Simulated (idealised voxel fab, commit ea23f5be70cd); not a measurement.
process module | voxel self aligned contacts
cross-section cut | 170 nm wide | cells 5 nm
A cross-section is a grid of square cells, given in bands from the top down. A band is one or more rows of cells.
Each band's line starts with the height of the band's top and of its bottom, in nm. Then come its materials from left to right, each with its width in nm. One material with "throughout" fills the band from edge to edge. "air" is empty space.
Height 0 is the level under which the wafer as received is all one material. The lowest band goes on downwards, as in "0 down".
A width such as "30 to 40" changes by the same amount from each row of cells to the next, from the band's top row to its bottom row.
"no change" after a step means that no cell of the cross-section changed.
closed voids: empty space of 8 cells or more with no open way to the top, each as width x height at its distance from the left edge, in nm
after a step's settings: what the simulator itself notes on the step
overlay nm, on a step with a mask: how far to the right of its planned place the mask lay; to the left if negative
plan
1 op RECEIVE | material Si
2 op CONFORMAL_DEP | material SiO2 | thk nm 5
3 op DIRECTIONAL_DEP | material polySi | thk nm 30
4 op DIRECTIONAL_DEP | material SiN | thk nm 20
5 op DIRECTIONAL_DEP | material aC | thk nm 10
6 op PATTERN | tone cover | mask id GATE | material resist | width nm 30 | pitch nm 60 | thk nm 25 | overlay nm 0
7 op DIRECTIONAL_ETCH | etch materials aC | depth nm 10
8 op STRIP | etch materials resist
9 op DIRECTIONAL_ETCH | etch materials SiN | depth nm 20
10 op DIRECTIONAL_ETCH | etch materials polySi | depth nm 30
11 op STRIP | etch materials aC
12 op CONFORMAL_DEP | material SiN | thk nm 5
13 op DIRECTIONAL_ETCH | etch materials SiN | depth nm 5
14 op FILL_DEP | material SiO2 | thk nm 10
15 op CMP | height nm 60
16 op PATTERN | tone open | mask id CONTACT | material resist | width nm 40 | thk nm 15 | overlay nm 0
17 op DIRECTIONAL_ETCH | etch materials SiO2 | depth nm 60
18 op STRIP | etch materials resist
19 op CONFORMAL_DEP | material TiN | thk nm 5
20 op FILL_DEP | material W | thk nm 5
21 op CMP | height nm 60
22 op CONFORMAL_DEP | material SiN | thk nm 5
first wafer, as planned
as received, after step 1
  0 down: Si throughout
  closed voids: none
after step 2
  5 to 0: SiO2 throughout
  below 0: unchanged
after step 3
  35 to 5: polySi throughout
  below 5: unchanged
after step 4
  55 to 35: SiN throughout
  below 35: unchanged
after step 5
  65 to 55: aC throughout
  below 55: unchanged
after step 6
  90 to 65: air 40 | resist 30 | air 30 | resist 30 | air 40
  below 65: unchanged
after step 7
  80 to 65: air 40 | resist 30 | air 30 | resist 30 | air 40
  65 to 55: air 40 | aC 30 | air 30 | aC 30 | air 40
  below 55: unchanged
after step 8
  65 to 55: air 40 | aC 30 | air 30 | aC 30 | air 40
  below 55: unchanged
after step 9
  65 to 55: air 40 | aC 30 | air 30 | aC 30 | air 40
  55 to 35: air 40 | SiN 30 | air 30 | SiN 30 | air 40
  below 35: unchanged
after step 10
  65 to 55: air 40 | aC 30 | air 30 | aC 30 | air 40
  55 to 35: air 40 | SiN 30 | air 30 | SiN 30 | air 40
  35 to 5: air 40 | polySi 30 | air 30 | polySi 30 | air 40
  below 5: unchanged
after step 11
  55 to 35: air 40 | SiN 30 | air 30 | SiN 30 | air 40
  below 35: unchanged
after step 12
  60 to 35: air 35 | SiN 40 | air 20 | SiN 40 | air 35
  35 to 10: air 35 | SiN 5 | polySi 30 | SiN 5 | air 20 | SiN 5 | polySi 30 | SiN 5 | air 35
  10 to 5: SiN 40 | polySi 30 | SiN 30 | polySi 30 | SiN 40
  below 5: unchanged
after step 13
  55 to 35: air 35 | SiN 40 | air 20 | SiN 40 | air 35
  35 to 5: air 35 | SiN 5 | polySi 30 | SiN 5 | air 20 | SiN 5 | polySi 30 | SiN 5 | air 35
  below 5: unchanged
after step 14
  65 to 55: SiO2 throughout
  55 to 35: SiO2 35 | SiN 40 | SiO2 20 | SiN 40 | SiO2 35
  35 to 5: SiO2 35 | SiN 5 | polySi 30 | SiN 5 | SiO2 20 | SiN 5 | polySi 30 | SiN 5 | SiO2 35
  below 5: unchanged
after step 15
  60 to 55: SiO2 throughout
  below 55: unchanged
after step 16
  75 to 60: resist 65 | air 40 | resist 65
  below 60: unchanged
after step 17
  75 to 60: resist 65 | air 40 | resist 65
  60 to 55: SiO2 65 | air 40 | SiO2 65
  55 to 35: SiO2 35 | SiN 40 | air 20 | SiN 40 | SiO2 35
  35 to 5: SiO2 35 | SiN 5 | polySi 30 | SiN 5 | air 20 | SiN 5 | polySi 30 | SiN 5 | SiO2 35
  5 to 0: SiO2 75 | air 20 | SiO2 75
  below 0: unchanged
after step 18
  60 to 55: SiO2 65 | air 40 | SiO2 65
  below 55: unchanged
after step 19
  65 to 60: TiN 70 | air 30 | TiN 70
  60 to 55: SiO2 65 | TiN 15 | air 10 | TiN 15 | SiO2 65
  55 to 35: SiO2 35 | SiN 40 | TiN 5 | air 10 | TiN 5 | SiN 40 | SiO2 35
  35 to 5: SiO2 35 | SiN 5 | polySi 30 | SiN 5 | TiN 5 | air 10 | TiN 5 | SiN 5 | polySi 30 | SiN 5 | SiO2 35
  5 to 0: SiO2 75 | TiN 20 | SiO2 75
  below 0: unchanged
after step 20
  70 to 65: W throughout
  65 to 60: TiN 70 | W 30 | TiN 70
  60 to 55: SiO2 65 | TiN 15 | W 10 | TiN 15 | SiO2 65
  55 to 35: SiO2 35 | SiN 40 | TiN 5 | W 10 | TiN 5 | SiN 40 | SiO2 35
  35 to 5: SiO2 35 | SiN 5 | polySi 30 | SiN 5 | TiN 5 | W 10 | TiN 5 | SiN 5 | polySi 30 | SiN 5 | SiO2 35
  below 5: unchanged
after step 21
  60 to 55: SiO2 65 | TiN 15 | W 10 | TiN 15 | SiO2 65
  below 55: unchanged
after step 22
  65 to 60: SiN throughout
  below 60: unchanged
second wafer: like start, like plan, one mistake. Through step 5 it matches the first wafer
when step 6 should have ended
  90 to 65: air 45 | resist 20 | air 40 | resist 20 | air 45
  below 65: unchanged
when step 7 should have ended
  80 to 65: air 45 | resist 20 | air 40 | resist 20 | air 45
  65 to 55: air 45 | aC 20 | air 40 | aC 20 | air 45
  below 55: unchanged
when step 8 should have ended
  65 to 55: air 45 | aC 20 | air 40 | aC 20 | air 45
  below 55: unchanged
when step 9 should have ended
  65 to 55: air 45 | aC 20 | air 40 | aC 20 | air 45
  55 to 35: air 45 | SiN 20 | air 40 | SiN 20 | air 45
  below 35: unchanged
when step 10 should have ended
  65 to 55: air 45 | aC 20 | air 40 | aC 20 | air 45
  55 to 35: air 45 | SiN 20 | air 40 | SiN 20 | air 45
  35 to 5: air 45 | polySi 20 | air 40 | polySi 20 | air 45
  below 5: unchanged
when step 11 should have ended
  55 to 35: air 45 | SiN 20 | air 40 | SiN 20 | air 45
  below 35: unchanged
when step 12 should have ended
  60 to 35: air 40 | SiN 30 | air 30 | SiN 30 | air 40
  35 to 10: air 40 | SiN 5 | polySi 20 | SiN 5 | air 30 | SiN 5 | polySi 20 | SiN 5 | air 40
  10 to 5: SiN 45 | polySi 20 | SiN 40 | polySi 20 | SiN 45
  below 5: unchanged
when step 13 should have ended
  55 to 35: air 40 | SiN 30 | air 30 | SiN 30 | air 40
  35 to 5: air 40 | SiN 5 | polySi 20 | SiN 5 | air 30 | SiN 5 | polySi 20 | SiN 5 | air 40
  below 5: unchanged
when step 14 should have ended
  65 to 55: SiO2 throughout
  55 to 35: SiO2 40 | SiN 30 | SiO2 30 | SiN 30 | SiO2 40
  35 to 5: SiO2 40 | SiN 5 | polySi 20 | SiN 5 | SiO2 30 | SiN 5 | polySi 20 | SiN 5 | SiO2 40
  below 5: unchanged
when step 15 should have ended
  60 to 55: SiO2 throughout
  below 55: unchanged
when step 16 should have ended
  75 to 60: resist 65 | air 40 | resist 65
  below 60: unchanged
when step 17 should have ended
  75 to 60: resist 65 | air 40 | resist 65
  60 to 55: SiO2 65 | air 40 | SiO2 65
  55 to 35: SiO2 40 | SiN 30 | air 30 | SiN 30 | SiO2 40
  35 to 5: SiO2 40 | SiN 5 | polySi 20 | SiN 5 | air 30 | SiN 5 | polySi 20 | SiN 5 | SiO2 40
  5 to 0: SiO2 70 | air 30 | SiO2 70
  below 0: unchanged
when step 18 should have ended
  60 to 55: SiO2 65 | air 40 | SiO2 65
  below 55: unchanged
when step 19 should have ended
  65 to 60: TiN 70 | air 30 | TiN 70
  60 to 55: SiO2 65 | TiN 10 | air 20 | TiN 10 | SiO2 65
  55 to 35: SiO2 40 | SiN 30 | TiN 5 | air 20 | TiN 5 | SiN 30 | SiO2 40
  35 to 5: SiO2 40 | SiN 5 | polySi 20 | SiN 5 | TiN 5 | air 20 | TiN 5 | SiN 5 | polySi 20 | SiN 5 | SiO2 40
  5 to 0: SiO2 70 | TiN 30 | SiO2 70
  below 0: unchanged
when step 20 should have ended
  70 to 65: W throughout
  65 to 60: TiN 70 | W 30 | TiN 70
  60 to 55: SiO2 65 | TiN 10 | W 20 | TiN 10 | SiO2 65
  55 to 35: SiO2 40 | SiN 30 | TiN 5 | W 20 | TiN 5 | SiN 30 | SiO2 40
  35 to 5: SiO2 40 | SiN 5 | polySi 20 | SiN 5 | TiN 5 | W 20 | TiN 5 | SiN 5 | polySi 20 | SiN 5 | SiO2 40
  below 5: unchanged
when step 21 should have ended
  60 to 55: SiO2 65 | TiN 10 | W 20 | TiN 10 | SiO2 65
  below 55: unchanged
when step 22 should have ended
  65 to 60: SiN throughout
  below 60: unchanged
what went wrong: step 6 ran as: op PATTERN | tone cover | mask id GATE | material resist | width nm 20 | pitch nm 60 | thk nm 25 | overlay nm 0
at the end the second wafer has, in cells: 16 fewer of SiN | 18 more of SiO2 | 22 more of W | 24 fewer of polySi
